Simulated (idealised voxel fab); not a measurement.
You're looking at the process module voxel transistor to metal.
Cross-section cut: width 260 nm, square cells of 5 nm.
In this document a cross-section is written as a grid of square cells. It is given as a series of bands, listed from the top down, and a band is one or more rows of cells.
The entry gives the band's vertical extent as a top height and a bottom height in nm, then its horizontal make-up as materials from left to right, each with a width in nm. "empty" stands for empty space; a single material marked "all across" fills the band edge to edge.
Heights from 0 (as-received wafer is one material below). Bottom band endless downward, as "0 -> down".
Top row gets the first number, bottom row gets the second, and each row in between changes by the same step: that is how a band width like "30->40" works.
Where the words "identical to before" appear for a step, the cross-section shows no cell changed by that step; every cell remained as before.
"Cavities, closed" contains a list of empty spaces, each no smaller than 8 cells and without an open way to the top, written in the form width x height at distance with the distance from the left edge and all three in nm.
It should be noted that, on the line of a given step, the content following the step's settings is a remark produced by the simulator itself with respect to that step.
The optional step-line setting "overlay nm" applies to steps with a mask and quantifies how far to the right of its planned location the mask lay, a negative value indicating leftward placement.

The steps planned for the process are as follows:
1: RECEIVE (material Si)
2: OXIDIZE (depth nm 5)
3: CONFORMAL_DEP (material SiN; thk nm 15)
4: PATTERN (tone cover; mask id ACTIVE; material resist; width nm 95; pitch nm 125; thk nm 15; overlay nm 0)
5: DIRECTIONAL_ETCH (etch materials SiN; depth nm 15)
6: DIRECTIONAL_ETCH (etch materials SiO2; depth nm 5)
7: DIRECTIONAL_ETCH (etch materials Si; depth nm 30)
8: STRIP (etch materials resist)
9: OXIDIZE (depth nm 5)
10: FILL_DEP (material SiO2; thk nm 10)
11: CMP (height nm 15)
12: SELECTIVE_ETCH (etch materials SiO2; depth nm 10)
13: STRIP (etch materials SiN)
14: SELECTIVE_ETCH (etch materials SiO2; depth nm 5)
15: OXIDIZE (depth nm 5)
16: DIRECTIONAL_DEP (material polySi; thk nm 25)
17: DIRECTIONAL_DEP (material SiCN; thk nm 15)
18: MASKED_ETCH (tone cover; mask id GATE; width nm 25; pitch nm 125; etch materials SiCN; depth nm 25; overlay nm 0)
19: MASKED_ETCH (tone cover; mask id GATE; width nm 25; pitch nm 125; etch materials polySi; depth nm 35; overlay nm 0)
20: CONFORMAL_DEP (material SiN; thk nm 5)
21: DIRECTIONAL_ETCH (etch materials SiN; depth nm 5)
22: DIRECTIONAL_ETCH (etch materials SiO2; depth nm 5)
23: DIRECTIONAL_ETCH (etch materials Si; depth nm 15)
24: EPI (material SiGe; thk nm 15)
25: FILL_DEP (material SiO2; thk nm 5)
26: CMP (height nm 35)
27: DIRECTIONAL_DEP (material SiO2; thk nm 15)
28: MASKED_ETCH (tone open; mask id CONTACT; width nm 25; etch materials SiO2; depth nm 60; overlay nm 0)
29: CONFORMAL_DEP (material TiN; thk nm 5)
30: FILL_DEP (material W; thk nm 5)
31: CMP (height nm 50)
32: CONFORMAL_DEP (material SiN; thk nm 5)
33: DIRECTIONAL_DEP (material SiO2; thk nm 15)
34: DIRECTIONAL_DEP (material aC; thk nm 15)
35: PATTERN (tone open; mask id METAL_1; material resist; width nm 15; thk nm 30; overlay nm 0)
36: DIRECTIONAL_ETCH (etch materials aC; depth nm 15)
37: STRIP (etch materials resist)
38: DIRECTIONAL_ETCH (etch materials SiO2; depth nm 15)
39: DIRECTIONAL_ETCH (etch materials SiN; depth nm 5)
40: STRIP (etch materials aC)
41: CONFORMAL_DEP (material TiN; thk nm 5)
42: FILL_DEP (material Cu; thk nm 10)
43: CMP (height nm 70)
44: CONFORMAL_DEP (material SiN; thk nm 5)

Wafer as received: cross-section following step 1:
	0 -> down | Si all across
	Cavities, closed: none

First of two wafers, end-of-module section, run followed plan:
	75 -> 70 | SiN all across
	70 -> 55 | SiO2 (25) / TiN (5) / Cu (5) / TiN (5) / SiO2 (55) / TiN (5) / Cu (5) / TiN (5) / SiO2 (40) / TiN (5) / Cu (5) / TiN (5) / SiO2 (55) / TiN (5) / Cu (5) / TiN (5) / SiO2 (25)
	55 -> 50 | SiN (25) / TiN (15) / SiN (55) / TiN (15) / SiN (40) / TiN (15) / SiN (55) / TiN (15) / SiN (25)
	50 -> 35 | SiO2 (25) / TiN (5) / W (15) / TiN (5) / SiO2 (35) / TiN (5) / W (15) / TiN (5) / SiO2 (40) / TiN (5) / W (15) / TiN (5) / SiO2 (35) / TiN (5) / W (15) / TiN (5) / SiO2 (25)
	35 -> 20 | SiO2 (25) / TiN (5) / W (15) / TiN (5) / SiN (5) / SiCN (25) / SiN (5) / TiN (5) / W (15) / TiN (5) / SiO2 (40) / TiN (5) / W (15) / TiN (5) / SiN (5) / SiCN (25) / SiN (5) / TiN (5) / W (15) / TiN (5) / SiO2 (25)
	20 -> 10 | SiO2 (25) / TiN (5) / W (15) / TiN (5) / SiN (5) / polySi (25) / SiN (5) / TiN (5) / W (15) / TiN (5) / SiO2 (40) / TiN (5) / W (15) / TiN (5) / SiN (5) / polySi (25) / SiN (5) / TiN (5) / W (15) / TiN (5) / SiO2 (25)
	10 -> 5 | SiO2 (25) / TiN (25) / SiN (5) / polySi (25) / SiN (5) / TiN (25) / SiO2 (40) / TiN (25) / SiN (5) / polySi (25) / SiN (5) / TiN (25) / SiO2 (25)
	5 -> 0 | SiO2 (25) / TiN (10) / SiGe (15) / SiN (5) / polySi (25) / SiN (5) / SiGe (15) / TiN (10) / SiO2 (40) / TiN (10) / SiGe (15) / SiN (5) / polySi (25) / SiN (5) / SiGe (15) / TiN (10) / SiO2 (25)
	0 -> -5 | SiO2 (15) / SiN (5) / SiO2 (5) / TiN (10) / SiGe (15) / SiN (5) / polySi (25) / SiN (5) / SiGe (15) / TiN (10) / SiO2 (5) / SiN (5) / SiO2 (20) / SiN (5) / SiO2 (5) / TiN (10) / SiGe (15) / SiN (5) / polySi (25) / SiN (5) / SiGe (15) / TiN (10) / SiO2 (5) / SiN (5) / SiO2 (15)
	-5 -> -10 | SiO2 (25) / TiN (10) / SiGe (15) / SiO2 (35) / SiGe (15) / TiN (10) / SiO2 (40) / TiN (10) / SiGe (15) / SiO2 (35) / SiGe (15) / TiN (10) / SiO2 (25)
	-10 -> -25 | SiO2 (25) / SiGe (25) / Si (35) / SiGe (25) / SiO2 (40) / SiGe (25) / Si (35) / SiGe (25) / SiO2 (25)
	-25 -> -40 | SiO2 (25) / Si (85) / SiO2 (40) / Si (85) / SiO2 (25)
	-40 -> down | Si all across
	Cavities, closed: none

Cross-sectional view of the second of two wafers upon completion of the module. This wafer shared its starting condition and process plan with the first; one error was made during its execution:
	75 -> 70 | SiN all across
	70 -> 55 | SiO2 (25) / TiN (5) / Cu (5) / TiN (5) / SiO2 (55) / TiN (5) / Cu (5) / TiN (5) / SiO2 (40) / TiN (5) / Cu (5) / TiN (5) / SiO2 (55) / TiN (5) / Cu (5) / TiN (5) / SiO2 (25)
	55 -> 50 | SiN (25) / TiN (15) / SiN (55) / TiN (15) / SiN (40) / TiN (15) / SiN (55) / TiN (15) / SiN (25)
	50 -> 40 | W (20) / TiN (5) / SiO2 (25) / TiN (5) / W (25) / TiN (5) / SiO2 (25) / TiN (5) / W (30) / TiN (5) / SiO2 (25) / TiN (5) / W (25) / TiN (5) / SiO2 (25) / TiN (5) / W (20)
	40 -> 35 | W (20) / TiN (5) / SiO2 (25) / TiN (35) / SiO2 (25) / TiN (5) / W (30) / TiN (5) / SiO2 (25) / TiN (35) / SiO2 (25) / TiN (5) / W (20)
	35 -> 20 | W (20) / TiN (5) / SiO2 (25) / SiN (5) / SiCN (25) / SiN (5) / SiO2 (25) / TiN (5) / W (30) / TiN (5) / SiO2 (25) / SiN (5) / SiCN (25) / SiN (5) / SiO2 (25) / TiN (5) / W (20)
	20 -> 5 | W (20) / TiN (5) / SiO2 (25) / SiN (5) / polySi (25) / SiN (5) / SiO2 (25) / TiN (5) / W (30) / TiN (5) / SiO2 (25) / SiN (5) / polySi (25) / SiN (5) / SiO2 (25) / TiN (5) / W (20)
	5 -> 0 | W (10) / TiN (15) / SiO2 (10) / SiGe (15) / SiN (5) / polySi (25) / SiN (5) / SiGe (15) / SiO2 (10) / TiN (15) / W (10) / TiN (15) / SiO2 (10) / SiGe (15) / SiN (5) / polySi (25) / SiN (5) / SiGe (15) / SiO2 (10) / TiN (15) / W (10)
	0 -> -5 | W (10) / TiN (5) / SiN (5) / TiN (5) / SiO2 (10) / SiGe (15) / SiN (5) / polySi (25) / SiN (5) / SiGe (15) / SiO2 (10) / TiN (5) / SiN (5) / TiN (5) / W (10) / TiN (5) / SiN (5) / TiN (5) / SiO2 (10) / SiGe (15) / SiN (5) / polySi (25) / SiN (5) / SiGe (15) / SiO2 (10) / TiN (5) / SiN (5) / TiN (5) / W (10)
	-5 -> -10 | TiN (15) / SiO2 (5) / TiN (5) / SiO2 (10) / SiGe (15) / SiO2 (35) / SiGe (15) / SiO2 (10) / TiN (5) / SiO2 (5) / TiN (20) / SiO2 (5) / TiN (5) / SiO2 (10) / SiGe (15) / SiO2 (35) / SiGe (15) / SiO2 (10) / TiN (5) / SiO2 (5) / TiN (15)
	-10 -> -25 | SiO2 (25) / SiGe (25) / Si (35) / SiGe (25) / SiO2 (40) / SiGe (25) / Si (35) / SiGe (25) / SiO2 (25)
	-25 -> -40 | SiO2 (25) / Si (85) / SiO2 (40) / Si (85) / SiO2 (25)
	-40 -> down | Si all across
	Cavities, closed: none
Plan not followed: it should be noted that step 28 was executed with settings other than those planned, the operation and settings actually applied being MASKED_ETCH (tone cover; mask id CONTACT; width nm 25; etch materials SiO2; depth nm 60; overlay nm 0)
Wafer comparison, final, in cells, second relative to first, materials more or fewer: SiO2: 46 fewer; TiN: 16 fewer; W: 62 more
